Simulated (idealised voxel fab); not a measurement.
Process module under the name voxel gate over fins
We display cut, a cross-section 150 nm in width whose square cells are each 5 nm.
Cross-section, as written here: a square-cell grid given band by band from the top down, where a band holds one or more rows of cells.
Heights first: top, then bottom, in nm. Then materials, left to right, each with a width in nm. "edge to edge" on a single material: fills the band edge to edge. "air": empty space.
Convention: height 0 is the level below which the wafer, as received, is all one material. The lowest band does not terminate at the bottom but continues downward, represented as "0 and below".
When a width is written as two numbers, as in "30->40", the first number is the width in the top row of cells of the band and the second is the width in its bottom row, and the width changes by the same amount from each row to the next.
When a step is marked "nothing different", none of the cells in the cross-section changed during that step.
"Trapped void list" means: voids of 8 cells or more that are shut off from the top with no open way through. Written width x height at distance, distance from the left edge, in nm.
On a step's line, text after the settings is the simulator commenting on that step.
overlay nm, on a step with a mask: how far to the right of its planned place the mask lay; to the left if negative
Structure of the following material. The material consists of pairs of cross-sections. Each pair comprises the cross-section before one process step and the cross-section after that step, the latter shown only down to the lowest band that changed. The step between the cross-sections is specified beneath each pair, including its settings. Pairs are not necessarily consecutive: they may derive from different runs of this module performed on the same starting wafer. Continuity with the pair above is to be assumed only where the entry headed "Incoming structure" of the pair in question states it.
Incoming structure:
	15 down to 10 | W edge to edge
	10 down to 5 | W (30), TiN (25), W (35), TiN (25), W (35)
	5 down to 0 | W (30), TiN (5), HfO2 (15), TiN (5), W (35), TiN (5), HfO2 (15), TiN (5), W (35)
	0 down to -5 | W (30), TiN (5), HfO2 (5), Si (5), HfO2 (5), TiN (5), W (35), TiN (5), HfO2 (5), Si (5), HfO2 (5), TiN (5), W (35)
	-5 down to -10 | TiN (35), HfO2 (5), Si (5), HfO2 (5), TiN (45), HfO2 (5), Si (5), HfO2 (5), TiN (40)
	-10 down to -15 | HfO2 (40), Si (5), HfO2 (55), Si (5), HfO2 (45)
	-15 down to -20 | SiO2 (40), Si (5), SiO2 (55), Si (5), SiO2 (45)
	-20 down to -30 | SiO2 (40), Si (5), SiO2 (20), TiN (5), W (10), TiN (5), SiO2 (15), Si (5), SiO2 (45)
	-30 down to -35 | SiO2 (40), Si (5), SiO2 (20), TiN (20), SiO2 (15), Si (5), SiO2 (45)
	-35 down to -45 | SiO2 (40), Si (5), SiO2 (55), Si (5), SiO2 (45)
	-45 and below | Si edge to edge
	Trapped void list: none
State After Step:
	20 down to 15 | SiCN edge to edge
	Below 15, no change.
	Trapped void list: none
Which process step falls between the two cross-sections above? CONFORMAL_DEP [material SiCN] [thk nm 5]
Incoming structure:
	5 down to 0 | SiN edge to edge
	0 and below | Si edge to edge
	Trapped void list: none
State After Step:
	5 down to 0 | air (45), SiN (15), air (45), SiN (15), air (30)
	Below 0, no change.
	Trapped void list: none
Which process step falls between the two cross-sections above? MASKED_ETCH [tone cover] [mask id FINS] [width nm 15] [pitch nm 60] [etch materials SiN] [depth nm 5] [overlay nm 10]
Incoming structure: same picture as after in the pair right above, so we don't repeat it.
State After Step:
	5 down to 0 | air (45), SiN (15), air (45), SiN (15), air (30)
	0 down to -40 | air (35), Si (25), air (35), Si (25), air (30)
	Below -40, no change.
	Trapped void list: none
Which process step falls between the two cross-sections above? MASKED_ETCH [tone cover] [mask id FINS] [width nm 15] [pitch nm 60] [etch materials Si] [depth nm 40] [overlay nm 0]
Incoming structure: same picture as after in the pair right above, so we don't repeat it.
State After Step:
	5 down to 0 | air (45), SiN (15), air (45), SiN (15), air (30)
	0 down to -5 | air (35), SiO2 (15), Si (5), SiO2 (5), air (35), SiO2 (15), Si (5), SiO2 (5), air (30)
	-5 down to -40 | air (35), SiO2 (5), Si (15), SiO2 (5), air (35), SiO2 (5), Si (15), SiO2 (5), air (30)
	-40 down to -45 | SiO2 (40), Si (15), SiO2 (45), Si (15), SiO2 (35)
	Below -45, no change.
	Trapped void list: none
Which process step falls between the two cross-sections above? OXIDIZE [depth nm 5]
Incoming structure: same picture as after in the pair right above, so we don't repeat it.
State After Step:
	10 down to 5 | SiO2 edge to edge
	5 down to 0 | SiO2 (45), SiN (15), SiO2 (45), SiN (15), SiO2 (30)
	0 down to -5 | SiO2 (50), Si (5), SiO2 (55), Si (5), SiO2 (35)
	-5 down to -45 | SiO2 (40), Si (15), SiO2 (45), Si (15), SiO2 (35)
	Below -45, no change.
	Trapped void list: none
Which process step falls between the two cross-sections above? FILL_DEP [material SiO2] [thk nm 5]
Incoming structure: same picture as after in the pair right above, so we don't repeat it.
State After Step:
	5 down to 0 | SiO2 (45), SiN (15), SiO2 (45), SiN (15), SiO2 (30)
	Below 0, no change.
	Trapped void list: none
Which process step falls between the two cross-sections above? CMP [height nm 5]
Incoming structure: same picture as after in the pair right above, so we don't repeat it.
State After Step:
	20 down to 5 | aC edge to edge
	Below 5, no change.
	Trapped void list: none
Which process step falls between the two cross-sections above? DIRECTIONAL_DEP [material aC] [thk nm 15]
Incoming structure: same picture as after in the pair right above, so we don't repeat it.
State After Step:
	55 down to 20 | resist (65), air (15), resist (70)
	Below 20, no change.
	Trapped void list: none
Which process step falls between the two cross-sections above? PATTERN [tone open] [mask id RAIL] [material resist] [width nm 15] [thk nm 35] [overlay nm 0]
Incoming structure: same picture as after in the pair right above, so we don't repeat it.
State After Step:
	40 down to 20 | resist (65), air (15), resist (70)
	20 down to 5 | aC (65), air (15), aC (70)
	Below 5, no change.
	Trapped void list: none
Which process step falls between the two cross-sections above? DIRECTIONAL_ETCH [etch materials aC] [depth nm 15]
Incoming structure: same picture as after in the pair right above, so we don't repeat it.
State After Step:
	20 down to 5 | aC (65), air (15), aC (70)
	Below 5, no change.
	Trapped void list: none
Which process step falls between the two cross-sections above? STRIP [etch materials resist]
Incoming structure: same picture as after in the pair right above, so we don't repeat it.
State After Step:
	20 down to 5 | aC (65), air (15), aC (70)
	5 down to 0 | SiO2 (45), SiN (15), SiO2 (5), air (15), SiO2 (25), SiN (15), SiO2 (30)
	0 down to -5 | SiO2 (50), Si (5), SiO2 (10), air (15), SiO2 (30), Si (5), SiO2 (35)
	-5 down to -35 | SiO2 (40), Si (15), SiO2 (10), air (15), SiO2 (20), Si (15), SiO2 (35)
	Below -35, no change.
	Trapped void list: none
Which process step falls between the two cross-sections above? DIRECTIONAL_ETCH [etch materials SiO2] [depth nm 40]
Incoming structure: same picture as after in the pair right above, so we don't repeat it.
State After Step:
	5 down to 0 | SiO2 (45), SiN (15), SiO2 (5), air (15), SiO2 (25), SiN (15), SiO2 (30)
	Below 0, no change.
	Trapped void list: none
Which process step falls between the two cross-sections above? STRIP [etch materials aC]
Incoming structure: same picture as after in the pair right above, so we don't repeat it.
State After Step:
	10 down to 5 | TiN (70), air (5), TiN (75)
	5 down to 0 | SiO2 (45), SiN (15), SiO2 (5), TiN (5), air (5), TiN (5), SiO2 (25), SiN (15), SiO2 (30)
	0 down to -5 | SiO2 (50), Si (5), SiO2 (10), TiN (5), air (5), TiN (5), SiO2 (30), Si (5), SiO2 (35)
	-5 down to -30 | SiO2 (40), Si (15), SiO2 (10), TiN (5), air (5), TiN (5), SiO2 (20), Si (15), SiO2 (35)
	-30 down to -35 | SiO2 (40), Si (15), SiO2 (10), TiN (15), SiO2 (20), Si (15), SiO2 (35)
	Below -35, no change.
	Trapped void list: none
Which process step falls between the two cross-sections above? CONFORMAL_DEP [material TiN] [thk nm 5]
Incoming structure: same picture as after in the pair right above, so we don't repeat it.
State After Step:
	20 down to 10 | W edge to edge
	10 down to 5 | TiN (70), W (5), TiN (75)
	5 down to 0 | SiO2 (45), SiN (15), SiO2 (5), TiN (5), W (5), TiN (5), SiO2 (25), SiN (15), SiO2 (30)
	0 down to -5 | SiO2 (50), Si (5), SiO2 (10), TiN (5), W (5), TiN (5), SiO2 (30), Si (5), SiO2 (35)
	-5 down to -30 | SiO2 (40), Si (15), SiO2 (10), TiN (5), W (5), TiN (5), SiO2 (20), Si (15), SiO2 (35)
	Below -30, no change.
	Trapped void list: none
Which process step falls between the two cross-sections above? FILL_DEP [material W] [thk nm 10]
Incoming structure: same picture as after in the pair right above, so we don't repeat it.
State After Step:
	5 down to 0 | SiO2 (45), SiN (15), SiO2 (5), TiN (5), W (5), TiN (5), SiO2 (25), SiN (15), SiO2 (30)
	Below 0, no change.
	Trapped void list: none
Which process step falls between the two cross-sections above? CMP [height nm 5]
Incoming structure: same picture as after in the pair right above, so we don't repeat it.
State After Step:
	5 down to 0 | SiO2 (45), SiN (15), SiO2 (5), air (15), SiO2 (25), SiN (15), SiO2 (30)
	0 down to -5 | SiO2 (50), Si (5), SiO2 (10), air (15), SiO2 (30), Si (5), SiO2 (35)
	-5 down to -20 | SiO2 (40), Si (15), SiO2 (10), air (15), SiO2 (20), Si (15), SiO2 (35)
	Below -20, no change.
	Trapped void list: none
Which process step falls between the two cross-sections above? SELECTIVE_ETCH [etch materials W Ru TiN] [depth nm 25]
Incoming structure: same picture as after in the pair right above, so we don't repeat it.
State After Step:
	10 down to 5 | SiO2 edge to edge
	5 down to 0 | SiO2 (45), SiN (15), SiO2 (45), SiN (15), SiO2 (30)
	0 down to -5 | SiO2 (50), Si (5), SiO2 (55), Si (5), SiO2 (35)
	-5 down to -20 | SiO2 (40), Si (15), SiO2 (45), Si (15), SiO2 (35)
	Below -20, no change.
	Trapped void list: none
Which process step falls between the two cross-sections above? FILL_DEP [material SiO2] [thk nm 5]
Incoming structure: same picture as after in the pair right above, so we don't repeat it.
State After Step:
	5 down to 0 | SiO2 (45), SiN (15), SiO2 (45), SiN (15), SiO2 (30)
	Below 0, no change.
	Trapped void list: none
Which process step falls between the two cross-sections above? CMP [height nm 5]
Incoming structure: same picture as after in the pair right above, so we don't repeat it.
State After Step:
	5 down to 0 | air (45), SiN (15), air (45), SiN (15), air (30)
	0 down to -5 | air (50), Si (5), air (55), Si (5), air (35)
	-5 down to -15 | air (40), Si (15), air (45), Si (15), air (35)
	Below -15, no change.
	Trapped void list: none
Which process step falls between the two cross-sections above? SELECTIVE_ETCH [etch materials SiO2] [depth nm 20]
Incoming structure: same picture as after in the pair right above, so we don't repeat it.
State After Step:
	0 down to -5 | air (50), Si (5), air (55), Si (5), air (35)
	Below -5, no change.
	Trapped void list: none
Which process step falls between the two cross-sections above? STRIP [etch materials SiN]
Incoming structure: same picture as after in the pair right above, so we don't repeat it.
State After Step:
	5 down to 0 | air (45), HfO2 (15), air (45), HfO2 (15), air (30)
	0 down to -10 | air (35), HfO2 (15->5), Si (5->15), HfO2 (5), air (35), HfO2 (15->5), Si (5->15), HfO2 (5), air (30)
	-10 down to -15 | HfO2 (40), Si (15), HfO2 (45), Si (15), HfO2 (35)
	Below -15, no change.
	Trapped void list: none
Which process step falls between the two cross-sections above? CONFORMAL_DEP [material HfO2] [thk nm 5]
Incoming structure: same picture as after in the pair right above, so we don't repeat it.
State After Step:
	10 down to 5 | air (40), TiN (25), air (35), TiN (25), air (25)
	5 down to 0 | air (30), TiN (15), HfO2 (15), TiN (5), air (25), TiN (15), HfO2 (15), TiN (5), air (25)
	0 down to -5 | air (30), TiN (5), HfO2 (15), Si (5), HfO2 (5), TiN (5), air (25), TiN (5), HfO2 (15), Si (5), HfO2 (5), TiN (5), air (25)
	-5 down to -10 | TiN (35), HfO2 (5), Si (15), HfO2 (5), TiN (35), HfO2 (5), Si (15), HfO2 (5), TiN (30)
	Below -10, no change.
	Trapped void list: none
Which process step falls between the two cross-sections above? CONFORMAL_DEP [material TiN] [thk nm 5]
Incoming structure: same picture as after in the pair right above, so we don't repeat it.
State After Step:
	20 down to 10 | W edge to edge
	10 down to 5 | W (40), TiN (25), W (35), TiN (25), W (25)
	5 down to 0 | W (30), TiN (15), HfO2 (15), TiN (5), W (25), TiN (15), HfO2 (15), TiN (5), W (25)
	0 down to -5 | W (30), TiN (5), HfO2 (15), Si (5), HfO2 (5), TiN (5), W (25), TiN (5), HfO2 (15), Si (5), HfO2 (5), TiN (5), W (25)
	Below -5, no change.
	Trapped void list: none
Which process step falls between the two cross-sections above? FILL_DEP [material W] [thk nm 10]
Incoming structure: same picture as after in the pair right above, so we don't repeat it.
State After Step:
	15 down to 10 | W edge to edge
	Below 10, no change.
	Trapped void list: none
Which process step falls between the two cross-sections above? CMP [height nm 15]
Incoming structure: same picture as after in the pair right above, so we don't repeat it.
State After Step:
	20 down to 15 | SiCN edge to edge
	Below 15, no change.
	Trapped void list: none
Which process step falls between the two cross-sections above? CONFORMAL_DEP [material SiCN] [thk nm 5]
Incoming structure:
	5 down to 0 | SiO2 (35), SiN (15), SiO2 (15), air (15), SiO2 (15), SiN (15), SiO2 (40)
	0 down to -20 | SiO2 (40), Si (5), SiO2 (20), air (15), SiO2 (20), Si (5), SiO2 (45)
	-20 down to -30 | SiO2 (40), Si (5), SiO2 (20), TiN (5), W (5), TiN (5), SiO2 (20), Si (5), SiO2 (45)
	-30 down to -35 | SiO2 (40), Si (5), SiO2 (20), TiN (15), SiO2 (20), Si (5), SiO2 (45)
	-35 down to -45 | SiO2 (40), Si (5), SiO2 (55), Si (5), SiO2 (45)
	-45 and below | Si edge to edge
	Trapped void list: none
State After Step:
	10 down to 5 | SiCN edge to edge
	5 down to 0 | SiO2 (35), SiN (15), SiO2 (15), SiCN (15), SiO2 (15), SiN (15), SiO2 (40)
	0 down to -20 | SiO2 (40), Si (5), SiO2 (20), SiCN (15), SiO2 (20), Si (5), SiO2 (45)
	Below -20, no change.
	Trapped void list: none
Which process step falls between the two cross-sections above? FILL_DEP [material SiCN] [thk nm 5]
Incoming structure: same picture as after in the pair right above, so we don't repeat it.
State After Step:
	5 down to 0 | SiO2 (35), SiN (15), SiO2 (15), SiCN (15), SiO2 (15), SiN (15), SiO2 (40)
	Below 0, no change.
	Trapped void list: none
Which process step falls between the two cross-sections above? CMP [height nm 5]
Incoming structure: same picture as after in the pair right above, so we don't repeat it.
State After Step:
	5 down to 0 | air (35), SiN (15), air (15), SiCN (15), air (15), SiN (15), air (40)
	0 down to -15 | air (40), Si (5), air (20), SiCN (15), air (20), Si (5), air (45)
	Below -15, no change.
	Trapped void list: none
Which process step falls between the two cross-sections above? SELECTIVE_ETCH [etch materials SiO2] [depth nm 20]
Incoming structure: same picture as after in the pair right above, so we don't repeat it.
State After Step:
	5 down to 0 | air (65), SiCN (15), air (70)
	Below 0, no change.
	Trapped void list: none
Which process step falls between the two cross-sections above? STRIP [etch materials SiN]
Incoming structure: same picture as after in the pair right above, so we don't repeat it.
State After Step:
	10 down to 5 | air (60), HfO2 (25), air (65)
	5 down to 0 | air (35), HfO2 (15), air (10), HfO2 (5), SiCN (15), HfO2 (5), air (10), HfO2 (15), air (40)
	0 down to -10 | air (35), HfO2 (5), Si (5), HfO2 (5), air (10), HfO2 (5), SiCN (15), HfO2 (5), air (10), HfO2 (5), Si (5), HfO2 (5), air (40)
	-10 down to -15 | HfO2 (40), Si (5), HfO2 (20), SiCN (15), HfO2 (20), Si (5), HfO2 (45)
	Below -15, no change.
	Trapped void list: none
Which process step falls between the two cross-sections above? CONFORMAL_DEP [material HfO2] [thk nm 5]
Incoming structure: same picture as after in the pair right above, so we don't repeat it.
State After Step:
	15 down to 10 | air (55), TiN (35), air (60)
	10 down to 5 | air (30), TiN (30), HfO2 (25), TiN (30), air (35)
	5 down to 0 | air (30), TiN (5), HfO2 (15), TiN (10), HfO2 (5), SiCN (15), HfO2 (5), TiN (10), HfO2 (15), TiN (5), air (35)
	0 down to -5 | air (30), TiN (5), HfO2 (5), Si (5), HfO2 (5), TiN (10), HfO2 (5), SiCN (15), HfO2 (5), TiN (10), HfO2 (5), Si (5), HfO2 (5), TiN (5), air (35)
	-5 down to -10 | TiN (35), HfO2 (5), Si (5), HfO2 (5), TiN (10), HfO2 (5), SiCN (15), HfO2 (5), TiN (10), HfO2 (5), Si (5), HfO2 (5), TiN (40)
	Below -10, no change.
	Trapped void list: none
Which process step falls between the two cross-sections above? CONFORMAL_DEP [material TiN] [thk nm 5]
Incoming structure: same picture as after in the pair right above, so we don't repeat it.
State After Step:
	25 down to 15 | W edge to edge
	15 down to 10 | W (55), TiN (35), W (60)
	10 down to 5 | W (30), TiN (30), HfO2 (25), TiN (30), W (35)
	5 down to 0 | W (30), TiN (5), HfO2 (15), TiN (10), HfO2 (5), SiCN (15), HfO2 (5), TiN (10), HfO2 (15), TiN (5), W (35)
	0 down to -5 | W (30), TiN (5), HfO2 (5), Si (5), HfO2 (5), TiN (10), HfO2 (5), SiCN (15), HfO2 (5), TiN (10), HfO2 (5), Si (5), HfO2 (5), TiN (5), W (35)
	Below -5, no change.
	Trapped void list: none
Which process step falls between the two cross-sections above? FILL_DEP [material W] [thk nm 10]
Incoming structure: same picture as after in the pair right above, so we don't repeat it.
State After Step:
	15 down to 10 | W (55), TiN (35), W (60)
	Below 10, no change.
	Trapped void list: none
Which process step falls between the two cross-sections above? CMP [height nm 15]
Incoming structure: same picture as after in the pair right above, so we don't repeat it.
State After Step:
	20 down to 15 | SiCN edge to edge
	Below 15, no change.
	Trapped void list: none
Which process step falls between the two cross-sections above? CONFORMAL_DEP [material SiCN] [thk nm 5]
Incoming structure:
	20 down to 5 | aC edge to edge
	5 down to 0 | SiO2 (35), SiN (15), SiO2 (45), SiN (15), SiO2 (40)
	0 down to -45 | SiO2 (40), Si (5), SiO2 (55), Si (5), SiO2 (45)
	-45 and below | Si edge to edge
	Trapped void list: none
State After Step:
	55 down to 20 | air (65), resist (15), air (70)
	Below 20, no change.
	Trapped void list: none
Which process step falls between the two cross-sections above? PATTERN [tone cover] [mask id RAIL] [material resist] [width nm 15] [thk nm 35] [overlay nm 0]
Incoming structure: same picture as after in the pair right above, so we don't repeat it.
State After Step:
	40 down to 20 | air (65), resist (15), air (70)
	20 down to 5 | air (65), aC (15), air (70)
	Below 5, no change.
	Trapped void list: none
Which process step falls between the two cross-sections above? DIRECTIONAL_ETCH [etch materials aC] [depth nm 15]
Incoming structure: same picture as after in the pair right above, so we don't repeat it.
State After Step:
	20 down to 5 | air (65), aC (15), air (70)
	Below 5, no change.
	Trapped void list: none
Which process step falls between the two cross-sections above? STRIP [etch materials resist]
Incoming structure: same picture as after in the pair right above, so we don't repeat it.
State After Step:
	20 down to 5 | air (65), aC (15), air (70)
	5 down to 0 | air (35), SiN (15), air (15), SiO2 (15), air (15), SiN (15), air (40)
	0 down to -35 | air (35), SiO2 (5), Si (5), SiO2 (5), air (15), SiO2 (15), air (15), SiO2 (5), Si (5), SiO2 (5), air (40)
	Below -35, no change.
	Trapped void list: none
Which process step falls between the two cross-sections above? DIRECTIONAL_ETCH [etch materials SiO2] [depth nm 40]
Incoming structure: same picture as after in the pair right above, so we don't repeat it.
State After Step:
	5 down to 0 | air (35), SiN (15), air (15), SiO2 (15), air (15), SiN (15), air (40)
	Below 0, no change.
	Trapped void list: none
Which process step falls between the two cross-sections above? STRIP [etch materials aC]
Incoming structure: same picture as after in the pair right above, so we don't repeat it.
State After Step:
	10 down to 5 | air (30), TiN (25), air (5), TiN (25), air (5), TiN (25), air (35)
	5 down to 0 | air (30), TiN (5), SiN (15), TiN (5), air (5), TiN (5), SiO2 (15), TiN (5), air (5), TiN (5), SiN (15), TiN (5), air (35)
	0 down to -30 | air (30), TiN (5), SiO2 (5), Si (5), SiO2 (5), TiN (5), air (5), TiN (5), SiO2 (15), TiN (5), air (5), TiN (5), SiO2 (5), Si (5), SiO2 (5), TiN (5), air (35)
	-30 down to -35 | TiN (35), SiO2 (5), Si (5), SiO2 (5), TiN (15), SiO2 (15), TiN (15), SiO2 (5), Si (5), SiO2 (5), TiN (40)
	Below -35, no change.
	Trapped void list: none
Which process step falls between the two cross-sections above? CONFORMAL_DEP [material TiN] [thk nm 5]
Incoming structure: same picture as after in the pair right above, so we don't repeat it.
State After Step:
	20 down to 10 | W edge to edge
	10 down to 5 | W (30), TiN (25), W (5), TiN (25), W (5), TiN (25), W (35)
	5 down to 0 | W (30), TiN (5), SiN (15), TiN (5), W (5), TiN (5), SiO2 (15), TiN (5), W (5), TiN (5), SiN (15), TiN (5), W (35)
	0 down to -30 | W (30), TiN (5), SiO2 (5), Si (5), SiO2 (5), TiN (5), W (5), TiN (5), SiO2 (15), TiN (5), W (5), TiN (5), SiO2 (5), Si (5), SiO2 (5), TiN (5), W (35)
	Below -30, no change.
	Trapped void list: none
Which process step falls between the two cross-sections above? FILL_DEP [material W] [thk nm 10]
Incoming structure: same picture as after in the pair right above, so we don't repeat it.
State After Step:
	5 down to 0 | W (30), TiN (5), SiN (15), TiN (5), W (5), TiN (5), SiO2 (15), TiN (5), W (5), TiN (5), SiN (15), TiN (5), W (35)
	Below 0, no change.
	Trapped void list: none
Which process step falls between the two cross-sections above? CMP [height nm 5]
Incoming structure: same picture as after in the pair right above, so we don't repeat it.
State After Step:
	5 down to 0 | air (35), SiN (15), air (15), SiO2 (15), air (15), SiN (15), air (40)
	0 down to -20 | air (35), SiO2 (5), Si (5), SiO2 (5), air (15), SiO2 (15), air (15), SiO2 (5), Si (5), SiO2 (5), air (40)
	Below -20, no change.
	Trapped void list: none
Which process step falls between the two cross-sections above? SELECTIVE_ETCH [etch materials W Ru TiN] [depth nm 25]
Incoming structure: same picture as after in the pair right above, so we don't repeat it.
State After Step:
	10 down to 5 | SiO2 edge to edge
	5 down to 0 | SiO2 (35), SiN (15), SiO2 (45), SiN (15), SiO2 (40)
	0 down to -20 | SiO2 (40), Si (5), SiO2 (55), Si (5), SiO2 (45)
	Below -20, no change.
	Trapped void list: none
Which process step falls between the two cross-sections above? FILL_DEP [material SiO2] [thk nm 5]
Incoming structure: same picture as after in the pair right above, so we don't repeat it.
State After Step:
	5 down to 0 | SiO2 (35), SiN (15), SiO2 (45), SiN (15), SiO2 (40)
	Below 0, no change.
	Trapped void list: none
Which process step falls between the two cross-sections above? CMP [height nm 5]
Incoming structure: same picture as after in the pair right above, so we don't repeat it.
State After Step:
	5 down to 0 | air (35), SiN (15), air (45), SiN (15), air (40)
	0 down to -15 | air (40), Si (5), air (55), Si (5), air (45)
	Below -15, no change.
	Trapped void list: none
Which process step falls between the two cross-sections above? SELECTIVE_ETCH [etch materials SiO2] [depth nm 20]
Incoming structure: same picture as after in the pair right above, so we don't repeat it.
State After Step:
	0 down to -15 | air (40), Si (5), air (55), Si (5), air (45)
	Below -15, no change.
	Trapped void list: none
Which process step falls between the two cross-sections above? STRIP [etch materials SiN]
Incoming structure: same picture as after in the pair right above, so we don't repeat it.
State After Step:
	5 down to 0 | air (35), HfO2 (15), air (45), HfO2 (15), air (40)
	0 down to -10 | air (35), HfO2 (5), Si (5), HfO2 (5), air (45), HfO2 (5), Si (5), HfO2 (5), air (40)
	-10 down to -15 | HfO2 (40), Si (5), HfO2 (55), Si (5), HfO2 (45)
	Below -15, no change.
	Trapped void list: none
Which process step falls between the two cross-sections above? CONFORMAL_DEP [material HfO2] [thk nm 5]
Incoming structure: same picture as after in the pair right above, so we don't repeat it.
State After Step:
	10 down to 5 | air (30), TiN (25), air (35), TiN (25), air (35)
	5 down to 0 | air (30), TiN (5), HfO2 (15), TiN (5), air (35), TiN (5), HfO2 (15), TiN (5), air (35)
	0 down to -5 | air (30), TiN (5), HfO2 (5), Si (5), HfO2 (5), TiN (5), air (35), TiN (5), HfO2 (5), Si (5), HfO2 (5), TiN (5), air (35)
	-5 down to -10 | TiN (35), HfO2 (5), Si (5), HfO2 (5), TiN (45), HfO2 (5), Si (5), HfO2 (5), TiN (40)
	Below -10, no change.
	Trapped void list: none
Which process step falls between the two cross-sections above? CONFORMAL_DEP [material TiN] [thk nm 5]
Incoming structure: same picture as after in the pair right above, so we don't repeat it.
State After Step:
	20 down to 10 | W edge to edge
	10 down to 5 | W (30), TiN (25), W (35), TiN (25), W (35)
	5 down to 0 | W (30), TiN (5), HfO2 (15), TiN (5), W (35), TiN (5), HfO2 (15), TiN (5), W (35)
	0 down to -5 | W (30), TiN (5), HfO2 (5), Si (5), HfO2 (5), TiN (5), W (35), TiN (5), HfO2 (5), Si (5), HfO2 (5), TiN (5), W (35)
	Below -5, no change.
	Trapped void list: none
Which process step falls between the two cross-sections above? FILL_DEP [material W] [thk nm 10]
Incoming structure: same picture as after in the pair right above, so we don't repeat it.
State After Step:
	15 down to 10 | W edge to edge
	Below 10, no change.
	Trapped void list: none
Which process step falls between the two cross-sections above? CMP [height nm 15]
Incoming structure: same picture as after in the pair right above, so we don't repeat it.
State After Step:
	20 down to 15 | SiCN edge to edge
	Below 15, no change.
	Trapped void list: none
Which process step falls between the two cross-sections above? CONFORMAL_DEP [material SiCN] [thk nm 5]
